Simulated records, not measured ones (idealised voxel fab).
process module | voxel self aligned vias
cross-section cut | 160 nm wide | cells 5 nm
A cross-section is a grid of square cells, given in bands from the top down. A band is one or more rows of cells.
Each band's line starts with the height of the band's top and of its bottom, in nm. Then come its materials from left to right, each with its width in nm. One material with "throughout" fills the band from edge to edge. "air" is empty space.
Height 0 is the level under which the wafer as received is all one material. The lowest band goes on downwards, as in "0 down".
A width such as "30 to 40" changes by the same amount from each row of cells to the next, from the band's top row to its bottom row.
"no change" after a step means that no cell of the cross-section changed.
closed voids: empty space of 8 cells or more with no open way to the top, each as width x height at its distance from the left edge, in nm
after a step's settings: what the simulator itself notes on the step
overlay nm, on a step with a mask: how far to the right of its planned place the mask lay; to the left if negative
plan
1 op RECEIVE | material Si
2 op CONFORMAL_DEP | material SiO2 | thk nm 15
3 op CONFORMAL_DEP | material SiCN | thk nm 5
4 op DIRECTIONAL_DEP | material SiO2 | thk nm 25
5 op MASKED_ETCH | tone open | mask id LINES | width nm 25 | pitch nm 50 | etch materials SiO2 | depth nm 25 | overlay nm 0
6 op CONFORMAL_DEP | material TiN | thk nm 5
7 op FILL_DEP | material Ru | thk nm 10
8 op CMP | height nm 45
9 op SELECTIVE_ETCH | etch materials W Ru TiN | depth nm 10
10 op FILL_DEP | material SiN | thk nm 5
11 op CMP | height nm 45
12 op DIRECTIONAL_DEP | material SiO2 | thk nm 20
13 op PATTERN | tone open | mask id VIAS | material resist | width nm 35 | pitch nm 50 | thk nm 20 | overlay nm 0
14 op DIRECTIONAL_ETCH | etch materials SiO2 | depth nm 20
15 op DIRECTIONAL_ETCH | etch materials SiN | depth nm 10
16 op STRIP | etch materials resist
17 op CONFORMAL_DEP | material TiN | thk nm 5
18 op FILL_DEP | material W | thk nm 10
19 op CMP | height nm 65
20 op CONFORMAL_DEP | material SiCN | thk nm 5
as received, after step 1
  0 down: Si throughout
  closed voids: none
first wafer at the end, as planned
  70 to 65: SiCN throughout
  65 to 50: SiO2 35 | TiN 5 | W 25 | TiN 5 | SiO2 15 | TiN 5 | W 25 | TiN 5 | SiO2 40
  50 to 40: SiO2 35 to 40 | TiN 10 to 5 | W 15 | TiN 10 to 5 | SiO2 15 to 25 | TiN 10 to 5 | W 15 | TiN 10 to 5 | SiO2 40 to 45
  40 to 35: SiO2 40 | TiN 25 | SiO2 25 | TiN 25 | SiO2 45
  35 to 25: SiO2 40 | TiN 5 | Ru 15 | TiN 5 | SiO2 25 | TiN 5 | Ru 15 | TiN 5 | SiO2 45
  25 to 20: SiO2 40 | TiN 25 | SiO2 25 | TiN 25 | SiO2 45
  20 to 15: SiCN throughout
  15 to 0: SiO2 throughout
  0 down: Si throughout
  closed voids: none
second wafer at the end: like start, like plan, one mistake
  70 to 65: SiCN throughout
  65 to 50: W 30 | TiN 5 | SiO2 35 | TiN 5 | W 5 | TiN 5 | SiO2 35 | TiN 5 | W 35
  50 to 45: TiN 35 | SiO2 35 | TiN 15 | SiO2 35 | TiN 40
  45 to 35: SiO2 40 | SiN 25 | SiO2 25 | SiN 25 | SiO2 45
  35 to 25: SiO2 40 | TiN 5 | Ru 15 | TiN 5 | SiO2 25 | TiN 5 | Ru 15 | TiN 5 | SiO2 45
  25 to 20: SiO2 40 | TiN 25 | SiO2 25 | TiN 25 | SiO2 45
  20 to 15: SiCN throughout
  15 to 0: SiO2 throughout
  0 down: Si throughout
  closed voids: none
what went wrong: step 13 ran as: op PATTERN | tone cover | mask id VIAS | material resist | width nm 35 | pitch nm 50 | thk nm 20 | overlay nm 0
at the end the second wafer has, in cells: 20 more of SiN | 16 fewer of SiO2 | 4 fewer of TiN
